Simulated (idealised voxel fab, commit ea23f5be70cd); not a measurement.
You're looking at the process module voxel self aligned vias.
Square cell edge 5 nm, section width 285 nm, ID cut.
Think of the cross-section as a grid of square cells. We describe it in bands, top to bottom, and each band covers one or more rows of those cells.
Top, bottom (nm), then materials left to right with widths (nm); lone material tagged "all across" fills the whole band edge to edge; "blank" = empty space.
Heights are expressed relative to 0, this being the level below which the as-received wafer comprises one material exclusively. The lowest band is unbounded in the downward direction and is denoted as in "z 0 and below".
Width spec "30 to 40" -> top row of cells at first value, bottom row at second value, equal per-row change in between.
The designation "nothing was modified", where it is given for a processing step, indicates that no cell of the cross-section was altered in the course of that step.
The entry titled "Sealed void list" provides the empty spaces that have no open way to the top, restricted to those of 8 cells or more. Each is presented as width x height at distance, the distance being measured from the left edge, with all three in nm.
If you see something after the settings on a step's line, that's the simulator's own remark about that step.
When a step includes a mask, the "overlay nm" setting on its line states how far to the right of its planned place that mask lay, and negative values state how far to the left.

[Below is the list of planned process steps]
1 RECEIVE | material Si
2 CONFORMAL_DEP | material SiO2 | thk nm 10
3 CONFORMAL_DEP | material SiCN | thk nm 5
4 DIRECTIONAL_DEP | material lowk | thk nm 20
5 MASKED_ETCH | tone open | mask id LINES | width nm 25 | pitch nm 55 | etch materials lowk | depth nm 20 | overlay nm 0
6 CONFORMAL_DEP | material TiN | thk nm 5
7 FILL_DEP | material Ru | thk nm 10
8 CMP | height nm 35
9 SELECTIVE_ETCH | etch materials W Ru TiN | depth nm 5
10 FILL_DEP | material SiN | thk nm 10
11 CMP | height nm 35
12 DIRECTIONAL_DEP | material lowk | thk nm 20
13 PATTERN | tone open | mask id VIAS | material resist | width nm 35 | pitch nm 110 | thk nm 20 | overlay nm 0
14 DIRECTIONAL_ETCH | etch materials lowk | depth nm 20
15 DIRECTIONAL_ETCH | etch materials SiN | depth nm 5
16 STRIP | etch materials resist
17 CONFORMAL_DEP | material TiN | thk nm 5
18 FILL_DEP | material W | thk nm 5
19 CMP | height nm 55
20 CONFORMAL_DEP | material SiN | thk nm 5

[as received, after step 1]
    z 0 and below | Si all across
    Sealed void list: none

[Post-module cross-section of the first of two wafers (run per plan)]
    z 60 to 55 | SiN all across
    z 55 to 40 | 70 nm lowk | 5 nm TiN | 25 nm W | 5 nm TiN | 75 nm lowk | 5 nm TiN | 25 nm W | 5 nm TiN | 70 nm lowk
    z 40 to 35 | 70 nm lowk | 10 nm TiN | 15 nm W | 10 nm TiN | 75 nm lowk | 10 nm TiN | 15 nm W | 10 nm TiN | 70 nm lowk
    z 35 to 30 | 75 nm lowk | 25 nm TiN | 30 nm lowk | 25 nm SiN | 30 nm lowk | 25 nm TiN | 75 nm lowk
    z 30 to 20 | 75 nm lowk | 5 nm TiN | 15 nm Ru | 5 nm TiN | 30 nm lowk | 5 nm TiN | 15 nm Ru | 5 nm TiN | 30 nm lowk | 5 nm TiN | 15 nm Ru | 5 nm TiN | 75 nm lowk
    z 20 to 15 | 75 nm lowk | 25 nm TiN | 30 nm lowk | 25 nm TiN | 30 nm lowk | 25 nm TiN | 75 nm lowk
    z 15 to 10 | SiCN all across
    z 10 to 0 | SiO2 all across
    z 0 and below | Si all across
    Sealed void list: none

[Here is the second of the two wafers cut open at the end of the module - same start, same plan as the first one, but we made one mistake running it]
    z 60 to 55 | SiN all across
    z 55 to 40 | 70 nm lowk | 5 nm TiN | 25 nm W | 5 nm TiN | 75 nm lowk | 5 nm TiN | 25 nm W | 5 nm TiN | 70 nm lowk
    z 40 to 35 | 70 nm lowk | 15 nm TiN | 5 nm W | 15 nm TiN | 75 nm lowk | 15 nm TiN | 5 nm W | 15 nm TiN | 70 nm lowk
    z 35 to 30 | 80 nm lowk | 15 nm TiN | 40 nm lowk | 15 nm SiN | 40 nm lowk | 15 nm TiN | 80 nm lowk
    z 30 to 20 | 80 nm lowk | 5 nm TiN | 5 nm Ru | 5 nm TiN | 40 nm lowk | 5 nm TiN | 5 nm Ru | 5 nm TiN | 40 nm lowk | 5 nm TiN | 5 nm Ru | 5 nm TiN | 80 nm lowk
    z 20 to 15 | 80 nm lowk | 15 nm TiN | 40 nm lowk | 15 nm TiN | 40 nm lowk | 15 nm TiN | 80 nm lowk
    z 15 to 10 | SiCN all across
    z 10 to 0 | SiO2 all across
    z 0 and below | Si all across
    Sealed void list: none
Heads up, the wafer didn't run the way we planned it: so step 5 ended up running with a different setting than we planned, it ran as MASKED_ETCH | tone open | mask id LINES | width nm 15 | pitch nm 55 | etch materials lowk | depth nm 20 | overlay nm 0
Final cells, second wafer relative to first, materials higher or lower: -12 Ru; -2 SiN; -6 TiN; -4 W; +24 lowk
